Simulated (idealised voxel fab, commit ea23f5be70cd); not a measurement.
Process module, titled voxel wiring stack
Displayed cross-section: cut, width of 205 nm, square cells sized 5 nm.
Square cells in a grid make up a cross-section in this document, and the grid is given as bands, listed from the top down, each one or more rows of cells. First you get the band's top height and its bottom height, in nm, and then the materials it's made of, left to right, with each width in nm. If you see a single material with "all across", that one covers the band edge to edge. "empty" is empty space. Height 0 is the level under which the wafer as received is all one material. The lowest band goes on downwards, as in "z 0 and below". You'd read "30..40" like this: the band's top row of cells is as wide as the first number, its bottom row is as wide as the second, and going down, every row changes width by the same amount as the row before did. Key: "nothing got changed" - step with no changed cell in the cross-section. The entry "closed voids" lists the empty spaces that cover at least 8 cells and have no open path to the top. Each is written as width x height at distance, where the distance is measured from the left edge and all three values are in nm. What comes after the settings on a step's line is commentary from the simulator itself on that step. Regarding "overlay nm": on a step with a mask, it is the distance the mask lay to the right of its planned place; a negative value places it to the left.
Process steps - plan:
| 1 | op RECEIVE | material Si |
| 2 | op CONFORMAL_DEP | material SiO2 | thk nm 10 |
| 3 | op CONFORMAL_DEP | material SiCN | thk nm 5 |
| 4 | op DIRECTIONAL_DEP | material SiO2 | thk nm 25 |
| 5 | op PATTERN | tone open | mask id METAL_1 | material resist | width nm 15 | pitch nm 40 | thk nm 20 | overlay nm 0 |
| 6 | op DIRECTIONAL_ETCH | etch materials SiO2 | depth nm 25 |
| 7 | op DIRECTIONAL_ETCH | etch materials SiCN | depth nm 5 |
| 8 | op STRIP | etch materials resist |
| 9 | op CONFORMAL_DEP | material TiN | thk nm 5 |
| 10 | op FILL_DEP | material Cu | thk nm 10 |
| 11 | op CMP | height nm 40 |
| 12 | op CONFORMAL_DEP | material SiCN | thk nm 5 |
| 13 | op DIRECTIONAL_DEP | material SiO2 | thk nm 15 |
| 14 | op DIRECTIONAL_DEP | material aC | thk nm 15 |
| 15 | op PATTERN | tone open | mask id PLUG_1 | material resist | width nm 15 | thk nm 30 | overlay nm 0 |
| 16 | op DIRECTIONAL_ETCH | etch materials aC | depth nm 15 |
| 17 | op STRIP | etch materials resist |
| 18 | op DIRECTIONAL_ETCH | etch materials SiO2 | depth nm 15 |
| 19 | op DIRECTIONAL_ETCH | etch materials SiCN | depth nm 5 |
| 20 | op STRIP | etch materials aC |
| 21 | op EPI | material Ru | thk nm 10 |
| 22 | op EPI | material Ru | thk nm 10 |
| 23 | op DIRECTIONAL_DEP | material TiN | thk nm 5 |
| 24 | op DIRECTIONAL_DEP | material Ru | thk nm 15 |
| 25 | op DIRECTIONAL_DEP | material aC | thk nm 10 |
| 26 | op PATTERN | tone cover | mask id METAL_2 | material resist | width nm 25 | pitch nm 40 | thk nm 25 | overlay nm 0 |
| 27 | op DIRECTIONAL_ETCH | etch materials aC | depth nm 10 |
| 28 | op STRIP | etch materials resist |
| 29 | op DIRECTIONAL_ETCH | etch materials Ru | depth nm 15 |
| 30 | op DIRECTIONAL_ETCH | etch materials TiN | depth nm 5 |
| 31 | op STRIP | etch materials aC |
| 32 | op CONFORMAL_DEP | material SiCN | thk nm 5 |
| 33 | op FILL_DEP | material SiO2 | thk nm 10 |
| 34 | op CMP | height nm 80 |
| 35 | op CONFORMAL_DEP | material SiN | thk nm 5 |
Among the wafers covered here, the point of difference is the width nm at step 5; their starting state is shared, and the plan presents the value of the first wafer.
This is how the first of several wafers looked in cross-section when it arrived, which is after step 1:
z 0 and below  Si all across
closed voids: none
Each row below is a wafer at the end of the module, listing for every material the number of cells it has gained (+) or lost (-) since it was received, followed by its closed voids:
width nm 15, +10 Cu, +42 Ru, +116 SiCN, +41 SiN, +452 SiO2, +36 TiN, closed voids: none
width nm 20, +20 Cu, +42 Ru, +114 SiCN, +41 SiN, +442 SiO2, +38 TiN, closed voids: none
width nm 25, +30 Cu, +42 Ru, +112 SiCN, +41 SiN, +432 SiO2, +40 TiN, closed voids: none
